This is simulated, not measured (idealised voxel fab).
You're looking at the process module voxel ribs on slabs.
Section shown: cut. Width: 145 nm. Cell size: 5 nm, square.
For the purposes of this document, a cross-section shall be understood as a grid of square cells, specified as bands listed in top-to-bottom order, each band consisting of one or more rows of cells. Band entry format. Leading values: height of top, height of bottom, nm. Remainder: materials in left-to-right order, each with its width in nm. Special words: "throughout" on a single material, which then fills the band edge to edge; "empty", empty space. We count height from 0. Below that, the starting wafer is all one material. The lowest band never ends at the bottom but goes on down; see "0 nm and below" for how that is written. Note: "30 to 40" means the width goes from the first number (top row of the band) to the second number (bottom row) in equal steps per row of cells. "no alterations made" -> step changed no cross-section cell. "Enclosed voids" lists enclosed empty spaces (at least 8 cells, no open path upward to the top), each as width x height at distance from the left edge, in nm. On each step's line, the part that comes after the settings is the simulator's own comment on the step. overlay nm: mask right of planned place by this much (step with mask). Neg. = left.

**Process steps foreseen in the plan**
1. RECEIVE,material Si
2. DIRECTIONAL_DEP,material SiO2,thk nm 25
3. DIRECTIONAL_DEP,material polySi,thk nm 15
4. DIRECTIONAL_DEP,material aC,thk nm 15
5. PATTERN,tone cover,mask id RIB,material resist,width nm 25,thk nm 35,overlay nm 0
6. DIRECTIONAL_ETCH,etch materials aC,depth nm 15
7. STRIP,etch materials resist
8. DIRECTIONAL_ETCH,etch materials polySi,depth nm 10
9. STRIP,etch materials aC
10. PATTERN,tone cover,mask id SLAB,material resist,width nm 55,thk nm 15,overlay nm 0
11. DIRECTIONAL_ETCH,etch materials polySi,depth nm 5
12. STRIP,etch materials resist
13. FILL_DEP,material SiO2,thk nm 25
14. CMP,height nm 55
15. DIRECTIONAL_DEP,material TiN,thk nm 5
16. DIRECTIONAL_DEP,material aC,thk nm 10
17. PATTERN,tone cover,mask id HEATER,material resist,width nm 35,thk nm 25,overlay nm 0
18. DIRECTIONAL_ETCH,etch materials aC,depth nm 10
19. STRIP,etch materials resist
20. DIRECTIONAL_ETCH,etch materials TiN,depth nm 5
21. STRIP,etch materials aC
22. CONFORMAL_DEP,material SiN,thk nm 10

**Step 1 complete: cross-section of the wafer as received**
* 0 nm and below | Si throughout
* Enclosed voids: none

**Post-module cross-section of the first of two wafers (run per plan)**
* 70 nm to 65 nm | empty: 45, then SiN: 55, then empty: 45
* 65 nm to 60 nm | SiN throughout
* 60 nm to 55 nm | SiN: 55, then TiN: 35, then SiN: 55
* 55 nm to 40 nm | SiO2 throughout
* 40 nm to 30 nm | SiO2: 60, then polySi: 25, then SiO2: 60
* 30 nm to 25 nm | SiO2: 45, then polySi: 55, then SiO2: 45
* 25 nm to 0 nm | SiO2 throughout
* 0 nm and below | Si throughout
* Enclosed voids: none

**Wafer two (of two), end-of-module cross-section: start = wafer one, plan = wafer one, one run mistake**
* 70 nm to 65 nm | empty: 45, then SiN: 55, then empty: 45
* 65 nm to 60 nm | SiN throughout
* 60 nm to 55 nm | SiN: 55, then TiN: 35, then SiN: 55
* 55 nm to 45 nm | SiO2: 60, then polySi: 25, then SiO2: 60
* 45 nm to 40 nm | SiO2: 45, then polySi: 55, then SiO2: 45
* 40 nm to 25 nm | polySi throughout
* 25 nm to 0 nm | SiO2 throughout
* 0 nm and below | Si throughout
* Enclosed voids: none
Run error: step 3 of the plan was twice carried out
In the final state, the cell counts of the second wafer exceed or fall short of those of the first for the following materials: SiO2: 87 fewer | polySi: 87 more
